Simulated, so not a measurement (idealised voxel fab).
A process module follows: voxel self aligned contacts.
Square cell edge 5 nm, section width 240 nm, ID cut.
We lay out every cross-section as a grid of square cells and spell it out in bands from the top down, where one band means one or more rows of cells. Band: top and bottom heights (nm) first, top before bottom; then materials from left to right, widths in nm. "throughout" marks a sole material filling the band edge to edge. "blank" denotes empty space. We count height from 0. Below that, the starting wafer is all one material. The lowest band never ends at the bottom but goes on down; see "top 0, no bottom" for how that is written. Read "30->40" as a graded width: first number on top, second number at the bottom, same change between each pair of neighbouring rows. "no change occurred" after a step means that no cell of the cross-section changed. In the "Trapped cavities" entry, you get each enclosed empty space of 8 cells or more, one with no open way to the top, written width x height at distance, distance from the left edge, in nm. It should be noted that, on the line of a given step, the content following the step's settings is a remark produced by the simulator itself with respect to that step. The "overlay nm" setting may appear on a step's line; for a step that uses a mask, it gives how far to the right of its planned position the mask lay, and a negative value indicates the left.

# So here's the lineup of process steps we planned
1,RECEIVE, material Si
2,OXIDIZE, depth nm 5
3,DIRECTIONAL_DEP, material polySi, thk nm 20
4,DIRECTIONAL_DEP, material SiN, thk nm 20
5,DIRECTIONAL_DEP, material aC, thk nm 10
6,PATTERN, tone cover, mask id GATE, material resist, width nm 35, pitch nm 75, thk nm 25, overlay nm 0
7,DIRECTIONAL_ETCH, etch materials aC, depth nm 10
8,STRIP, etch materials resist
9,DIRECTIONAL_ETCH, etch materials SiN, depth nm 20
10,DIRECTIONAL_ETCH, etch materials polySi, depth nm 20
11,STRIP, etch materials aC
12,CONFORMAL_DEP, material SiN, thk nm 10
13,DIRECTIONAL_ETCH, etch materials SiN, depth nm 10
14,FILL_DEP, material SiO2, thk nm 10
15,CMP, height nm 45
16,MASKED_ETCH, tone open, mask id CONTACT, width nm 60, etch materials SiO2, depth nm 50, overlay nm 0
17,CONFORMAL_DEP, material TiN, thk nm 5
18,FILL_DEP, material Ru, thk nm 5
19,CMP, height nm 45
20,CONFORMAL_DEP, material SiCN, thk nm 5

# Of two wafers, the first: run according to plan

# This is the cross-section of the wafer as we received it, i.e. after step 1
  top 0, no bottom: Si throughout
  Trapped cavities: none

# Presented here is a cross-section of the wafer after step 2 has been performed
  top 0, bottom -5: SiO2 throughout
  Nothing below the height -5 has changed.

# Presented here is a cross-section of the wafer after step 3 has been performed
  top 20, bottom 0: polySi throughout
  Nothing below the height 0 has changed.

# Presented here is a cross-section of the wafer after step 4 has been performed
  top 40, bottom 20: SiN throughout
  Nothing below the height 20 has changed.

# Presented here is a cross-section of the wafer after step 5 has been performed
  top 50, bottom 40: aC throughout
  Nothing below the height 40 has changed.

# Presented here is a cross-section of the wafer after step 6 has been performed
  top 75, bottom 50: blank: 65  resist: 35  blank: 40  resist: 35  blank: 65
  Nothing below the height 50 has changed.

# Presented here is a cross-section of the wafer after step 7 has been performed
  top 65, bottom 50: blank: 65  resist: 35  blank: 40  resist: 35  blank: 65
  top 50, bottom 40: blank: 65  aC: 35  blank: 40  aC: 35  blank: 65
  Nothing below the height 40 has changed.

# Presented here is a cross-section of the wafer after step 8 has been performed
  top 50, bottom 40: blank: 65  aC: 35  blank: 40  aC: 35  blank: 65
  Nothing below the height 40 has changed.

# Presented here is a cross-section of the wafer after step 9 has been performed
  top 50, bottom 40: blank: 65  aC: 35  blank: 40  aC: 35  blank: 65
  top 40, bottom 20: blank: 65  SiN: 35  blank: 40  SiN: 35  blank: 65
  Nothing below the height 20 has changed.

# Presented here is a cross-section of the wafer after step 10 has been performed
  top 50, bottom 40: blank: 65  aC: 35  blank: 40  aC: 35  blank: 65
  top 40, bottom 20: blank: 65  SiN: 35  blank: 40  SiN: 35  blank: 65
  top 20, bottom 0: blank: 65  polySi: 35  blank: 40  polySi: 35  blank: 65
  Nothing below the height 0 has changed.

# Presented here is a cross-section of the wafer after step 11 has been performed
  top 40, bottom 20: blank: 65  SiN: 35  blank: 40  SiN: 35  blank: 65
  Nothing below the height 20 has changed.

# Presented here is a cross-section of the wafer after step 12 has been performed
  top 50, bottom 20: blank: 55  SiN: 55  blank: 20  SiN: 55  blank: 55
  top 20, bottom 10: blank: 55  SiN: 10  polySi: 35  SiN: 10  blank: 20  SiN: 10  polySi: 35  SiN: 10  blank: 55
  top 10, bottom 0: SiN: 65  polySi: 35  SiN: 40  polySi: 35  SiN: 65
  Nothing below the height 0 has changed.

# Presented here is a cross-section of the wafer after step 13 has been performed
  top 40, bottom 20: blank: 55  SiN: 55  blank: 20  SiN: 55  blank: 55
  top 20, bottom 0: blank: 55  SiN: 10  polySi: 35  SiN: 10  blank: 20  SiN: 10  polySi: 35  SiN: 10  blank: 55
  Nothing below the height 0 has changed.

# Presented here is a cross-section of the wafer after step 14 has been performed
  top 50, bottom 40: SiO2 throughout
  top 40, bottom 20: SiO2: 55  SiN: 55  SiO2: 20  SiN: 55  SiO2: 55
  top 20, bottom 0: SiO2: 55  SiN: 10  polySi: 35  SiN: 10  SiO2: 20  SiN: 10  polySi: 35  SiN: 10  SiO2: 55
  Nothing below the height 0 has changed.

# Presented here is a cross-section of the wafer after step 15 has been performed
  top 45, bottom 40: SiO2 throughout
  Nothing below the height 40 has changed.

# Presented here is a cross-section of the wafer after step 16 has been performed
  top 45, bottom 40: SiO2: 90  blank: 60  SiO2: 90
  top 40, bottom 20: SiO2: 55  SiN: 55  blank: 20  SiN: 55  SiO2: 55
  top 20, bottom 0: SiO2: 55  SiN: 10  polySi: 35  SiN: 10  blank: 20  SiN: 10  polySi: 35  SiN: 10  SiO2: 55
  top 0, bottom -5: SiO2: 110  blank: 20  SiO2: 110
  Nothing below the height -5 has changed.

# Presented here is a cross-section of the wafer after step 17 has been performed
  top 50, bottom 45: TiN: 95  blank: 50  TiN: 95
  top 45, bottom 40: SiO2: 90  TiN: 25  blank: 10  TiN: 25  SiO2: 90
  top 40, bottom 20: SiO2: 55  SiN: 55  TiN: 5  blank: 10  TiN: 5  SiN: 55  SiO2: 55
  top 20, bottom 0: SiO2: 55  SiN: 10  polySi: 35  SiN: 10  TiN: 5  blank: 10  TiN: 5  SiN: 10  polySi: 35  SiN: 10  SiO2: 55
  top 0, bottom -5: SiO2: 110  TiN: 20  SiO2: 110
  Nothing below the height -5 has changed.

# Presented here is a cross-section of the wafer after step 18 has been performed
  top 55, bottom 50: Ru throughout
  top 50, bottom 45: TiN: 95  Ru: 50  TiN: 95
  top 45, bottom 40: SiO2: 90  TiN: 25  Ru: 10  TiN: 25  SiO2: 90
  top 40, bottom 20: SiO2: 55  SiN: 55  TiN: 5  Ru: 10  TiN: 5  SiN: 55  SiO2: 55
  top 20, bottom 0: SiO2: 55  SiN: 10  polySi: 35  SiN: 10  TiN: 5  Ru: 10  TiN: 5  SiN: 10  polySi: 35  SiN: 10  SiO2: 55
  Nothing below the height 0 has changed.

# Presented here is a cross-section of the wafer after step 19 has been performed
  top 45, bottom 40: SiO2: 90  TiN: 25  Ru: 10  TiN: 25  SiO2: 90
  Nothing below the height 40 has changed.

# Presented here is a cross-section of the wafer after step 20 has been performed
  top 50, bottom 45: SiCN throughout
  Nothing below the height 45 has changed.

# The second wafer was prepared from the same starting point and under the same plan as the first; its processing contained one mistake, and it remains indistinguishable from the first wafer up to and including step 15

# Second wafer shown in cross-section at the time step 16 was slated to end
  top 45, bottom 40: SiO2: 85  blank: 70  SiO2: 85
  top 40, bottom 20: SiO2: 55  SiN: 55  blank: 20  SiN: 55  SiO2: 55
  top 20, bottom 0: SiO2: 55  SiN: 10  polySi: 35  SiN: 10  blank: 20  SiN: 10  polySi: 35  SiN: 10  SiO2: 55
  top 0, bottom -5: SiO2: 110  blank: 20  SiO2: 110
  Nothing below the height -5 has changed.

# Second wafer shown in cross-section at the time step 17 was slated to end
  top 50, bottom 45: TiN: 90  blank: 60  TiN: 90
  top 45, bottom 40: SiO2: 85  TiN: 30  blank: 10  TiN: 30  SiO2: 85
  top 40, bottom 20: SiO2: 55  SiN: 55  TiN: 5  blank: 10  TiN: 5  SiN: 55  SiO2: 55
  top 20, bottom 0: SiO2: 55  SiN: 10  polySi: 35  SiN: 10  TiN: 5  blank: 10  TiN: 5  SiN: 10  polySi: 35  SiN: 10  SiO2: 55
  top 0, bottom -5: SiO2: 110  TiN: 20  SiO2: 110
  Nothing below the height -5 has changed.

# Second wafer shown in cross-section at the time step 18 was slated to end
  top 55, bottom 50: Ru throughout
  top 50, bottom 45: TiN: 90  Ru: 60  TiN: 90
  top 45, bottom 40: SiO2: 85  TiN: 30  Ru: 10  TiN: 30  SiO2: 85
  top 40, bottom 20: SiO2: 55  SiN: 55  TiN: 5  Ru: 10  TiN: 5  SiN: 55  SiO2: 55
  top 20, bottom 0: SiO2: 55  SiN: 10  polySi: 35  SiN: 10  TiN: 5  Ru: 10  TiN: 5  SiN: 10  polySi: 35  SiN: 10  SiO2: 55
  Nothing below the height 0 has changed.

# Second wafer shown in cross-section at the time step 19 was slated to end
  top 45, bottom 40: SiO2: 85  TiN: 30  Ru: 10  TiN: 30  SiO2: 85
  Nothing below the height 40 has changed.

# Second wafer shown in cross-section at the time step 20 was slated to end
  top 50, bottom 45: SiCN throughout
  Nothing below the height 45 has changed.
Short version of what went wrong: step 16 was processed under conditions differing from the plan, specifically as MASKED_ETCH, tone open, mask id CONTACT, width nm 70, etch materials SiO2, depth nm 50, overlay nm 0
Per the end-of-run cell counts, the second wafer holds more or fewer of some materials than the first: SiO2 -2, TiN +2
